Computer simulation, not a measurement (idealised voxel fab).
voxel transistor to metal: a process module
Displayed cross-section: cut, width of 290 nm, square cells sized 5 nm.
How to read a cross-section here: the picture is a grid of square cells, written as bands going from the top down, and any band can span one or more rows of cells. What a band's entry tells you: where the top is and where the bottom is, as heights in nm, and after that what lies inside, material by material from left to right, each with its width in nm. Empty space is written as the word "air", and a single material marked with the word "all across" occupies the band from edge to edge. Height datum 0, below which the as-received substrate wafer is one material. Lowest band open at the bottom, running downward: "z 0 and below". Note: "30..40" means the width goes from the first number (top row of the band) to the second number (bottom row) in equal steps per row of cells. The designation "remained the same", where it is given for a processing step, indicates that no cell of the cross-section was altered in the course of that step. "Closed voids list" lists enclosed empty spaces (at least 8 cells, no open path upward to the top), each as width x height at distance from the left edge, in nm. Where a step's line continues beyond its settings, the continuation is a remark by the simulator itself on that step. overlay nm, on a step with a mask: how far to the right of its planned place the mask lay; to the left if negative.
## The steps planned for the process are as follows
| 1 | RECEIVE, material Si |
| 2 | OXIDIZE, depth nm 5 |
| 3 | CONFORMAL_DEP, material SiN, thk nm 10 |
| 4 | PATTERN, tone cover, mask id ACTIVE, material resist, width nm 115, pitch nm 140, thk nm 15, overlay nm 0 |
| 5 | DIRECTIONAL_ETCH, etch materials SiN, depth nm 10 |
| 6 | DIRECTIONAL_ETCH, etch materials SiO2, depth nm 5 |
| 7 | DIRECTIONAL_ETCH, etch materials Si, depth nm 20 |
| 8 | STRIP, etch materials resist |
| 9 | FILL_DEP, material SiO2, thk nm 10 |
| 10 | CMP, height nm 10 |
| 11 | SELECTIVE_ETCH, etch materials SiO2, depth nm 5 |
| 12 | STRIP, etch materials SiN |
| 13 | SELECTIVE_ETCH, etch materials SiO2, depth nm 5 |
| 14 | OXIDIZE, depth nm 5 |
| 15 | DIRECTIONAL_DEP, material polySi, thk nm 30 |
| 16 | DIRECTIONAL_DEP, material SiCN, thk nm 15 |
| 17 | DIRECTIONAL_DEP, material aC, thk nm 10 |
| 18 | PATTERN, tone cover, mask id GATE, material resist, width nm 25, pitch nm 140, thk nm 25, overlay nm 0 |
| 19 | DIRECTIONAL_ETCH, etch materials aC, depth nm 10 |
| 20 | STRIP, etch materials resist |
| 21 | DIRECTIONAL_ETCH, etch materials SiCN, depth nm 25 |
| 22 | DIRECTIONAL_ETCH, etch materials polySi, depth nm 40 |
| 23 | STRIP, etch materials aC |
| 24 | CONFORMAL_DEP, material SiO2, thk nm 5 |
| 25 | DIRECTIONAL_ETCH, etch materials SiO2, depth nm 5 |
| 26 | CONFORMAL_DEP, material SiN, thk nm 10 |
| 27 | DIRECTIONAL_ETCH, etch materials SiN, depth nm 10 |
| 28 | DIRECTIONAL_ETCH, etch materials SiO2, depth nm 5 |
| 29 | DIRECTIONAL_ETCH, etch materials Si, depth nm 15 |
| 30 | EPI, material SiGe, thk nm 5 |
| 31 | FILL_DEP, material SiO2, thk nm 5 |
| 32 | CMP, height nm 40 |
| 33 | DIRECTIONAL_DEP, material SiO2, thk nm 15 |
| 34 | MASKED_ETCH, tone open, mask id CONTACT, width nm 30, etch materials SiO2, depth nm 50, overlay nm 0 |
| 35 | CONFORMAL_DEP, material TiN, thk nm 5 |
| 36 | FILL_DEP, material W, thk nm 5 |
| 37 | CMP, height nm 55 |
| 38 | CONFORMAL_DEP, material SiN, thk nm 5 |
| 39 | DIRECTIONAL_DEP, material lowk, thk nm 15 |
| 40 | MASKED_ETCH, tone open, mask id METAL_1, width nm 20, etch materials lowk, depth nm 15, overlay nm 0 |
| 41 | MASKED_ETCH, tone open, mask id METAL_1, width nm 20, etch materials SiN, depth nm 5, overlay nm 0 |
| 42 | CONFORMAL_DEP, material TiN, thk nm 5 |
| 43 | FILL_DEP, material Cu, thk nm 10 |
| 44 | CMP, height nm 75 |
| 45 | EPI, material Ru, thk nm 5 |
| 46 | FILL_DEP, material SiCN, thk nm 5 |
The plan shows the thk nm of step 30 as the first wafer had it; this setting differs between the wafers, which start out alike.
## Cross-section: the first of several wafers in its as-received state, i.e. following step 1
* z 0 and below = Si all across
* Closed voids list: none
## The figure below presents a cross-section of the first of several wafers at the conclusion of the module, following its last step, step 46
* z 85 to 80 = SiCN all across
* z 80 to 75 = SiCN: 20  Ru: 30  SiCN: 45  Ru: 30  SiCN: 35  Ru: 30  SiCN: 45  Ru: 30  SiCN: 25
* z 75 to 60 = lowk: 25  TiN: 5  Cu: 10  TiN: 5  lowk: 55  TiN: 5  Cu: 10  TiN: 5  lowk: 45  TiN: 5  Cu: 10  TiN: 5  lowk: 55  TiN: 5  Cu: 10  TiN: 5  lowk: 30
* z 60 to 55 = SiN: 25  TiN: 20  SiN: 55  TiN: 20  SiN: 45  TiN: 20  SiN: 55  TiN: 20  SiN: 30
* z 55 to 45 = SiO2: 25  TiN: 5  W: 20  TiN: 5  SiO2: 35  TiN: 5  W: 20  TiN: 5  SiO2: 45  TiN: 5  W: 20  TiN: 5  SiO2: 35  TiN: 5  W: 20  TiN: 5  SiO2: 30
* z 45 to 40 = SiO2: 25  TiN: 5  W: 10  TiN: 15  SiO2: 35  TiN: 15  W: 10  TiN: 5  SiO2: 45  TiN: 5  W: 10  TiN: 15  SiO2: 35  TiN: 15  W: 10  TiN: 5  SiO2: 30
* z 40 to 25 = SiO2: 25  TiN: 5  W: 10  TiN: 5  SiN: 10  SiO2: 5  SiCN: 25  SiO2: 5  SiN: 10  TiN: 5  W: 10  TiN: 5  SiO2: 45  TiN: 5  W: 10  TiN: 5  SiN: 10  SiO2: 5  SiCN: 25  SiO2: 5  SiN: 10  TiN: 5  W: 10  TiN: 5  SiO2: 30
* z 25 to 10 = SiO2: 25  TiN: 5  W: 10  TiN: 5  SiN: 10  SiO2: 5  polySi: 25  SiO2: 5  SiN: 10  TiN: 5  W: 10  TiN: 5  SiO2: 45  TiN: 5  W: 10  TiN: 5  SiN: 10  SiO2: 5  polySi: 25  SiO2: 5  SiN: 10  TiN: 5  W: 10  TiN: 5  SiO2: 30
* z 10 to 5 = SiO2: 25  TiN: 20  SiN: 10  SiO2: 5  polySi: 25  SiO2: 5  SiN: 10  TiN: 20  SiO2: 45  TiN: 20  SiN: 10  SiO2: 5  polySi: 25  SiO2: 5  SiN: 10  TiN: 20  SiO2: 30
* z 5 to 0 = SiO2: 45  SiN: 10  SiO2: 5  polySi: 25  SiO2: 5  SiN: 10  SiO2: 85  SiN: 10  SiO2: 5  polySi: 25  SiO2: 5  SiN: 10  SiO2: 50
* z 0 to -5 = SiO2: 15  SiN: 10  SiO2: 20  SiN: 10  SiO2: 5  polySi: 25  SiO2: 5  SiN: 10  SiO2: 20  SiN: 10  SiO2: 25  SiN: 10  SiO2: 20  SiN: 10  SiO2: 5  polySi: 25  SiO2: 5  SiN: 10  SiO2: 20  SiN: 10  SiO2: 20
* z -5 to -10 = SiO2: 25  SiGe: 5  SiO2: 10  SiGe: 5  SiO2: 55  SiGe: 5  SiO2: 10  SiGe: 5  SiO2: 45  SiGe: 5  SiO2: 10  SiGe: 5  SiO2: 55  SiGe: 5  SiO2: 10  SiGe: 5  SiO2: 30
* z -10 to -20 = SiO2: 15  Si: 10  SiGe: 5  SiO2: 10  SiGe: 5  Si: 55  SiGe: 5  SiO2: 10  SiGe: 5  Si: 10  SiO2: 25  Si: 10  SiGe: 5  SiO2: 10  SiGe: 5  Si: 55  SiGe: 5  SiO2: 10  SiGe: 5  Si: 10  SiO2: 20
* z -20 to -25 = SiO2: 15  Si: 10  SiGe: 20  Si: 55  SiGe: 20  Si: 10  SiO2: 25  Si: 10  SiGe: 20  Si: 55  SiGe: 20  Si: 10  SiO2: 20
* z -25 and below = Si all across
* Closed voids list: none
## End of module, last wafer sectioned
* z 85 to 80 = SiCN all across
* z 80 to 75 = SiCN: 20  Ru: 30  SiCN: 45  Ru: 30  SiCN: 35  Ru: 30  SiCN: 45  Ru: 30  SiCN: 25
* z 75 to 60 = lowk: 25  TiN: 5  Cu: 10  TiN: 5  lowk: 55  TiN: 5  Cu: 10  TiN: 5  lowk: 45  TiN: 5  Cu: 10  TiN: 5  lowk: 55  TiN: 5  Cu: 10  TiN: 5  lowk: 30
* z 60 to 55 = SiN: 25  TiN: 20  SiN: 55  TiN: 20  SiN: 45  TiN: 20  SiN: 55  TiN: 20  SiN: 30
* z 55 to 45 = SiO2: 25  TiN: 5  W: 20  TiN: 5  SiO2: 35  TiN: 5  W: 20  TiN: 5  SiO2: 45  TiN: 5  W: 20  TiN: 5  SiO2: 35  TiN: 5  W: 20  TiN: 5  SiO2: 30
* z 45 to 40 = SiO2: 25  TiN: 5  W: 10  TiN: 15  SiO2: 35  TiN: 15  W: 10  TiN: 5  SiO2: 45  TiN: 5  W: 10  TiN: 15  SiO2: 35  TiN: 15  W: 10  TiN: 5  SiO2: 30
* z 40 to 25 = SiO2: 25  TiN: 5  W: 10  TiN: 5  SiN: 10  SiO2: 5  SiCN: 25  SiO2: 5  SiN: 10  TiN: 5  W: 10  TiN: 5  SiO2: 45  TiN: 5  W: 10  TiN: 5  SiN: 10  SiO2: 5  SiCN: 25  SiO2: 5  SiN: 10  TiN: 5  W: 10  TiN: 5  SiO2: 30
* z 25 to 20 = SiO2: 25  TiN: 20  SiN: 10  SiO2: 5  polySi: 25  SiO2: 5  SiN: 10  TiN: 20  SiO2: 45  TiN: 20  SiN: 10  SiO2: 5  polySi: 25  SiO2: 5  SiN: 10  TiN: 20  SiO2: 30
* z 20 to 0 = SiO2: 5  SiGe: 40  SiN: 10  SiO2: 5  polySi: 25  SiO2: 5  SiN: 10  SiGe: 40  SiO2: 5  SiGe: 40  SiN: 10  SiO2: 5  polySi: 25  SiO2: 5  SiN: 10  SiGe: 40  SiO2: 10
* z 0 to -5 = SiO2: 5  SiGe: 10  SiN: 10  SiGe: 20  SiN: 10  SiO2: 5  polySi: 25  SiO2: 5  SiN: 10  SiGe: 20  SiN: 10  SiGe: 10  SiO2: 5  SiGe: 10  SiN: 10  SiGe: 20  SiN: 10  SiO2: 5  polySi: 25  SiO2: 5  SiN: 10  SiGe: 20  SiN: 10  SiGe: 10  SiO2: 10
* z -5 to -10 = SiO2: 25  SiGe: 20  SiO2: 55  SiGe: 20  SiO2: 45  SiGe: 20  SiO2: 55  SiGe: 20  SiO2: 30
* z -10 to -25 = SiO2: 15  Si: 10  SiGe: 20  Si: 55  SiGe: 20  Si: 10  SiO2: 25  Si: 10  SiGe: 20  Si: 55  SiGe: 20  Si: 10  SiO2: 20
* z -25 and below = Si all across
* Closed voids list: none
## So in this table every wafer gets its own row, and what you see is where it stands at the end of the module: for each material, how many cells it picked up (+) or gave up (-) since we received it, and after that its closed voids
thk nm 5, +24 Cu, +24 Ru, -200 Si, +122 SiCN, +40 SiGe, +122 SiN, +444 SiO2, +136 TiN, +88 W, +126 lowk, +60 polySi, Closed voids list: none
thk nm 10, +24 Cu, +24 Ru, -200 Si, +122 SiCN, +80 SiGe, +122 SiN, +404 SiO2, +136 TiN, +88 W, +126 lowk, +60 polySi, Closed voids list: none
thk nm 15, +24 Cu, +24 Ru, -200 Si, +122 SiCN, +100 SiGe, +122 SiN, +384 SiO2, +136 TiN, +88 W, +126 lowk, +60 polySi, Closed voids list: none
thk nm 20, +24 Cu, +24 Ru, -200 Si, +122 SiCN, +128 SiGe, +122 SiN, +372 SiO2, +128 TiN, +80 W, +126 lowk, +60 polySi, Closed voids list: none
thk nm 25, +24 Cu, +24 Ru, -200 Si, +122 SiCN, +168 SiGe, +122 SiN, +348 SiO2, +120 TiN, +72 W, +126 lowk, +60 polySi, Closed voids list: none
thk nm 30, +24 Cu, +24 Ru, -200 Si, +122 SiCN, +216 SiGe, +122 SiN, +316 SiO2, +112 TiN, +64 W, +126 lowk, +60 polySi, Closed voids list: none
